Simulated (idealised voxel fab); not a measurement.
process module | voxel wiring stack
cross-section cut | 275 nm wide | cells 5 nm
A cross-section is a grid of square cells, given in bands from the top down. A band is one or more rows of cells.
Each band's line starts with the height of the band's top and of its bottom, in nm. Then come its materials from left to right, each with its width in nm. One material with "throughout" fills the band from edge to edge. "air" is empty space.
Height 0 is the level under which the wafer as received is all one material. The lowest band goes on downwards, as in "0 down".
A width such as "30 to 40" changes by the same amount from each row of cells to the next, from the band's top row to its bottom row.
"no change" after a step means that no cell of the cross-section changed.
closed voids: empty space of 8 cells or more with no open way to the top, each as width x height at its distance from the left edge, in nm
after a step's settings: what the simulator itself notes on the step
overlay nm, on a step with a mask: how far to the right of its planned place the mask lay; to the left if negative
plan
1 op RECEIVE | material Si
2 op CONFORMAL_DEP | material SiO2 | thk nm 15
3 op DIRECTIONAL_DEP | material TiN | thk nm 5
4 op DIRECTIONAL_DEP | material Ru | thk nm 15
5 op DIRECTIONAL_DEP | material aC | thk nm 15
6 op PATTERN | tone cover | mask id METAL_1 | material resist | width nm 25 | pitch nm 40 | thk nm 35 | overlay nm 0
7 op DIRECTIONAL_ETCH | etch materials aC | depth nm 15
8 op STRIP | etch materials resist
9 op DIRECTIONAL_ETCH | etch materials Ru | depth nm 5
10 op DIRECTIONAL_ETCH | etch materials TiN | depth nm 5
11 op STRIP | etch materials aC
12 op FILL_DEP | material lowk | thk nm 5
13 op CMP | height nm 35
14 op CONFORMAL_DEP | material SiCN | thk nm 5
15 op DIRECTIONAL_DEP | material lowk | thk nm 15
16 op DIRECTIONAL_DEP | material aC | thk nm 15
17 op PATTERN | tone open | mask id PLUG_1 | material resist | width nm 15 | pitch nm 40 | thk nm 35 | overlay nm 0
18 op DIRECTIONAL_ETCH | etch materials aC | depth nm 15
19 op STRIP | etch materials resist
20 op DIRECTIONAL_ETCH | etch materials lowk | depth nm 15
21 op DIRECTIONAL_ETCH | etch materials SiCN | depth nm 5
22 op STRIP | etch materials aC
23 op EPI | material Ru | thk nm 10
24 op EPI | material Ru | thk nm 10
25 op CONFORMAL_DEP | material SiN | thk nm 5
26 op DIRECTIONAL_DEP | material SiO2 | thk nm 15
27 op MASKED_ETCH | tone open | mask id METAL_2 | width nm 25 | pitch nm 40 | etch materials SiO2 | depth nm 15 | overlay nm 0
28 op MASKED_ETCH | tone open | mask id METAL_2 | width nm 25 | pitch nm 40 | etch materials SiN | depth nm 5 | overlay nm 0
29 op CONFORMAL_DEP | material TiN | thk nm 5
30 op FILL_DEP | material Cu | thk nm 5
31 op CMP | height nm 75
32 op EPI | material Ru | thk nm 5
33 op FILL_DEP | material SiCN | thk nm 5
34 op DIRECTIONAL_DEP | material SiO2 | thk nm 35
35 op MASKED_ETCH | tone open | mask id METAL_3 | width nm 25 | pitch nm 40 | etch materials SiO2 | depth nm 20 | overlay nm 0
36 op DIRECTIONAL_DEP | material aC | thk nm 10
37 op PATTERN | tone open | mask id METAL_3_HOLES | material resist | width nm 15 | pitch nm 80 | thk nm 30 | overlay nm 0
38 op DIRECTIONAL_ETCH | etch materials aC | depth nm 10
39 op STRIP | etch materials resist
40 op DIRECTIONAL_ETCH | etch materials SiO2 | depth nm 15
41 op DIRECTIONAL_ETCH | etch materials SiCN | depth nm 5
42 op STRIP | etch materials aC
43 op CONFORMAL_DEP | material TiN | thk nm 5
44 op FILL_DEP | material Cu | thk nm 5
45 op CMP | height nm 120
46 op CONFORMAL_DEP | material SiN | thk nm 5
varied across the wafers: depth nm of step 9. The plan shows the first wafer's value. All wafers start alike
first wafer as received, after step 1
  0 down: Si throughout
  closed voids: none
first wafer at the end, after step 46
  125 to 120: SiN throughout
  120 to 105: SiO2 65 | TiN 5 | Cu 15 | TiN 5 | SiO2 15 | TiN 5 | Cu 15 | TiN 5 | SiO2 15 | TiN 5 | Cu 15 | TiN 5 | SiO2 15 | TiN 5 | Cu 15 | TiN 5 | SiO2 65
  105 to 100: SiO2 65 | TiN 5 | Cu 5 | TiN 15 | SiO2 15 | TiN 25 | SiO2 15 | TiN 5 | Cu 5 | TiN 15 | SiO2 15 | TiN 25 | SiO2 65
  100 to 85: SiO2 65 | TiN 5 | Cu 5 | TiN 5 | SiO2 65 | TiN 5 | Cu 5 | TiN 5 | SiO2 115
  85 to 80: SiCN 65 | TiN 15 | SiCN 65 | TiN 15 | SiCN 115
  80 to 75: SiCN 60 | Ru 35 | SiCN 5 | Ru 35 | SiCN 5 | Ru 35 | SiCN 5 | Ru 35 | SiCN 60
  75 to 60: SiO2 65 | TiN 5 | Cu 15 | TiN 5 | SiO2 15 | TiN 5 | Cu 15 | TiN 5 | SiO2 15 | TiN 5 | Cu 15 | TiN 5 | SiO2 15 | TiN 5 | Cu 15 | TiN 5 | SiO2 65
  60 to 55: SiN 65 | TiN 25 | SiN 15 | TiN 25 | SiN 15 | TiN 25 | SiN 15 | TiN 25 | SiN 65
  55 to 40: lowk 65 | Ru 15 | lowk 25 | Ru 15 | lowk 25 | Ru 15 | lowk 25 | Ru 15 | lowk 75
  40 to 35: SiCN 65 | Ru 15 | SiCN 25 | Ru 15 | SiCN 25 | Ru 15 | SiCN 25 | Ru 15 | SiCN 75
  35 to 30: lowk 65 | Ru 25 | lowk 15 | Ru 25 | lowk 15 | Ru 25 | lowk 15 | Ru 25 | lowk 65
  30 to 20: Ru throughout
  20 to 15: TiN throughout
  15 to 0: SiO2 throughout
  0 down: Si throughout
  closed voids: none
last wafer at the end
  125 to 120: SiN throughout
  120 to 105: SiO2 65 | TiN 5 | Cu 15 | TiN 5 | SiO2 15 | TiN 5 | Cu 15 | TiN 5 | SiO2 15 | TiN 5 | Cu 15 | TiN 5 | SiO2 15 | TiN 5 | Cu 15 | TiN 5 | SiO2 65
  105 to 100: SiO2 65 | TiN 5 | Cu 5 | TiN 15 | SiO2 15 | TiN 25 | SiO2 15 | TiN 5 | Cu 5 | TiN 15 | SiO2 15 | TiN 25 | SiO2 65
  100 to 85: SiO2 65 | TiN 5 | Cu 5 | TiN 5 | SiO2 65 | TiN 5 | Cu 5 | TiN 5 | SiO2 115
  85 to 80: SiCN 65 | TiN 15 | SiCN 65 | TiN 15 | SiCN 115
  80 to 75: SiCN 60 | Ru 35 | SiCN 5 | Ru 35 | SiCN 5 | Ru 35 | SiCN 5 | Ru 35 | SiCN 60
  75 to 60: SiO2 65 | TiN 5 | Cu 15 | TiN 5 | SiO2 15 | TiN 5 | Cu 15 | TiN 5 | SiO2 15 | TiN 5 | Cu 15 | TiN 5 | SiO2 15 | TiN 5 | Cu 15 | TiN 5 | SiO2 65
  60 to 55: SiN 65 | TiN 25 | SiN 15 | TiN 25 | SiN 15 | TiN 25 | SiN 15 | TiN 25 | SiN 65
  55 to 40: lowk 65 | Ru 15 | lowk 25 | Ru 15 | lowk 25 | Ru 15 | lowk 25 | Ru 15 | lowk 75
  40 to 35: SiCN 65 | Ru 15 | SiCN 25 | Ru 15 | SiCN 25 | Ru 15 | SiCN 25 | Ru 15 | SiCN 75
  35 to 20: lowk 65 | Ru 25 | lowk 15 | Ru 25 | lowk 15 | Ru 25 | lowk 15 | Ru 25 | lowk 65
  20 to 15: lowk 65 | TiN 25 | lowk 15 | TiN 25 | lowk 15 | TiN 25 | lowk 15 | TiN 25 | lowk 65
  15 to 0: SiO2 throughout
  0 down: Si throughout
  closed voids: none
each wafer at the end: cells of each material gained (+) or lost (-) since it was received, then its closed voids
depth nm 5 | +80 Cu | +206 Ru | +119 SiCN | +90 SiN | +557 SiO2 | +159 TiN | +164 lowk | closed voids: none
depth nm 10 | +80 Cu | +171 Ru | +119 SiCN | +90 SiN | +557 SiO2 | +159 TiN | +199 lowk | closed voids: none
depth nm 15 | +80 Cu | +136 Ru | +119 SiCN | +90 SiN | +557 SiO2 | +124 TiN | +269 lowk | closed voids: none
depth nm 20 | +80 Cu | +136 Ru | +119 SiCN | +90 SiN | +557 SiO2 | +124 TiN | +269 lowk | closed voids: none
depth nm 25 | +80 Cu | +136 Ru | +119 SiCN | +90 SiN | +557 SiO2 | +124 TiN | +269 lowk | closed voids: none
depth nm 30 | +80 Cu | +136 Ru | +119 SiCN | +90 SiN | +557 SiO2 | +124 TiN | +269 lowk | closed voids: none
